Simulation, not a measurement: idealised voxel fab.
Module name: voxel self aligned contacts (process module)
FYI the section here is cut, 160 nm wide, cells are 5 nm squares.
Just so we're on the same page, the cross-sections are grids of square cells, and they're listed out in bands top to bottom, each band one or more rows deep.
The band entry comprises the height of the band's top followed by the height of its bottom, expressed in nm, and subsequently the band's materials from left to right, each stated together with its width in nm. Where a single material is marked with the word "all across", that material fills the band from edge to edge. The word "air" represents empty space.
Heights are reckoned from 0. Under this level, the received wafer is all of one material. The bottommost band is open-ended downward, for example "0..down".
You'd read "30 to 40" like this: the band's top row of cells is as wide as the first number, its bottom row is as wide as the second, and going down, every row changes width by the same amount as the row before did.
"remains unaltered" for a step: no cell of the cross-section changed in that step.
"closed voids" specifies each empty space that is not open to the top and that occupies no fewer than 8 cells, using the form width x height at distance, the distance measured from the left edge and all three quantities in nm.
That trailing text on a step's line, after the settings, is the simulator's own remark on the step.
Steps that use a mask can have "overlay nm" on their line. It says how far the mask sat to the right of where it was meant to be. Negative means to the left.
Steps planned for the process
1,RECEIVE: material Si
2,CONFORMAL_DEP: material SiO2, thk nm 5
3,DIRECTIONAL_DEP: material polySi, thk nm 30
4,DIRECTIONAL_DEP: material SiN, thk nm 20
5,MASKED_ETCH: tone cover, mask id GATE, width nm 30, pitch nm 60, etch materials SiN, depth nm 20, overlay nm 0
6,MASKED_ETCH: tone cover, mask id GATE, width nm 30, pitch nm 60, etch materials polySi, depth nm 30, overlay nm 0
7,CONFORMAL_DEP: material SiN, thk nm 5
8,DIRECTIONAL_ETCH: etch materials SiN, depth nm 5
9,FILL_DEP: material SiO2, thk nm 20
10,CMP: height nm 65
11,DIRECTIONAL_DEP: material aC, thk nm 10
12,PATTERN: tone open, mask id CONTACT, material resist, width nm 40, thk nm 25, overlay nm 0
13,DIRECTIONAL_ETCH: etch materials aC, depth nm 10
14,STRIP: etch materials resist
15,DIRECTIONAL_ETCH: etch materials SiO2, depth nm 65
16,STRIP: etch materials aC
17,CONFORMAL_DEP: material TiN, thk nm 5
18,FILL_DEP: material Ru, thk nm 5
19,CMP: height nm 65
20,CONFORMAL_DEP: material SiCN, thk nm 5
Cross-sectional view of the wafer in its as-received condition, corresponding to the state after step 1
> 0..down | Si all across
> closed voids: none
First of two wafers at the end of the module, shown in cross-section; run carried out as planned
> 70..65 | SiCN all across
> 65..55 | 60 SiO2, 5 to 15 TiN, 30 to 10 Ru, 5 to 15 TiN, 60 SiO2
> 55..35 | 30 SiO2, 40 SiN, 5 TiN, 10 Ru, 5 TiN, 40 SiN, 30 SiO2
> 35..5 | 30 SiO2, 5 SiN, 30 polySi, 5 SiN, 5 TiN, 10 Ru, 5 TiN, 5 SiN, 30 polySi, 5 SiN, 30 SiO2
> 5..0 | 70 SiO2, 20 TiN, 70 SiO2
> 0..down | Si all across
> closed voids: none
So this is wafer number two of the two, cut at the end of the module - it started where the first did and had the same plan, we just got one thing wrong running it
> 70..65 | SiCN all across
> 65..55 | 60 SiO2, 5 to 10 TiN, 30 to 20 Ru, 5 to 10 TiN, 60 SiO2
> 55..40 | 35 SiO2, 30 SiN, 5 TiN, 20 Ru, 5 TiN, 30 SiN, 35 SiO2
> 40..35 | 35 SiO2, 30 SiN, 10 TiN, 10 Ru, 10 TiN, 30 SiN, 35 SiO2
> 35..5 | 30 SiO2, 5 SiN, 30 polySi, 5 SiN, 5 TiN, 10 Ru, 5 TiN, 5 SiN, 30 polySi, 5 SiN, 30 SiO2
> 5..0 | 70 SiO2, 20 TiN, 70 SiO2
> 0..down | Si all across
> closed voids: none
It is concluded that the wafer was processed incorrectly with respect to the plan, in that step 5 did not use the planned setting and instead ran as MASKED_ETCH: tone cover, mask id GATE, width nm 20, pitch nm 60, etch materials SiN, depth nm 20, overlay nm 0
Count the cells at the end and the second wafer has more or fewer of some materials than the first: Ru: 8 more, SiN: 16 fewer, SiO2: 8 more
